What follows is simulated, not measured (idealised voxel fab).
process module | voxel released beams
cross-section cut | 190 nm wide | cells 5 nm
A cross-section is a grid of square cells, given in bands from the top down. A band is one or more rows of cells.
Each band's line starts with the height of the band's top and of its bottom, in nm. Then come its materials from left to right, each with its width in nm. One material with "throughout" fills the band from edge to edge. "air" is empty space.
Height 0 is the level under which the wafer as received is all one material. The lowest band goes on downwards, as in "0 down".
A width such as "30 to 40" changes by the same amount from each row of cells to the next, from the band's top row to its bottom row.
"no change" after a step means that no cell of the cross-section changed.
closed voids: empty space of 8 cells or more with no open way to the top, each as width x height at its distance from the left edge, in nm
after a step's settings: what the simulator itself notes on the step
overlay nm, on a step with a mask: how far to the right of its planned place the mask lay; to the left if negative
plan
1 op RECEIVE | material Si
2 op CONFORMAL_DEP | material SiN | thk nm 10
3 op DIRECTIONAL_DEP | material SiO2 | thk nm 10
4 op DIRECTIONAL_DEP | material aC | thk nm 15
5 op PATTERN | tone open | mask id ANCHOR | material resist | width nm 35 | thk nm 35 | overlay nm 0
6 op DIRECTIONAL_ETCH | etch materials aC | depth nm 15
7 op STRIP | etch materials resist
8 op DIRECTIONAL_ETCH | etch materials SiO2 | depth nm 10
9 op STRIP | etch materials aC
10 op CONFORMAL_DEP | material TiN | thk nm 10
11 op DIRECTIONAL_DEP | material aC | thk nm 10
12 op PATTERN | tone cover | mask id BEAM | material resist | width nm 100 | thk nm 30 | overlay nm 0
13 op DIRECTIONAL_ETCH | etch materials aC | depth nm 10
14 op STRIP | etch materials resist
15 op DIRECTIONAL_ETCH | etch materials TiN | depth nm 10
16 op STRIP | etch materials aC
17 op STRIP | etch materials SiO2
as received, after step 1
  0 down: Si throughout
  closed voids: none
a wafer at the end: this start, this plan, one mistake
  30 to 20: air 40 | TiN 100 | air 50
  20 to 0: SiN throughout
  0 down: Si throughout
  closed voids: none
what went wrong: step 3 ran as: op DIRECTIONAL_DEP | material SiN | thk nm 10
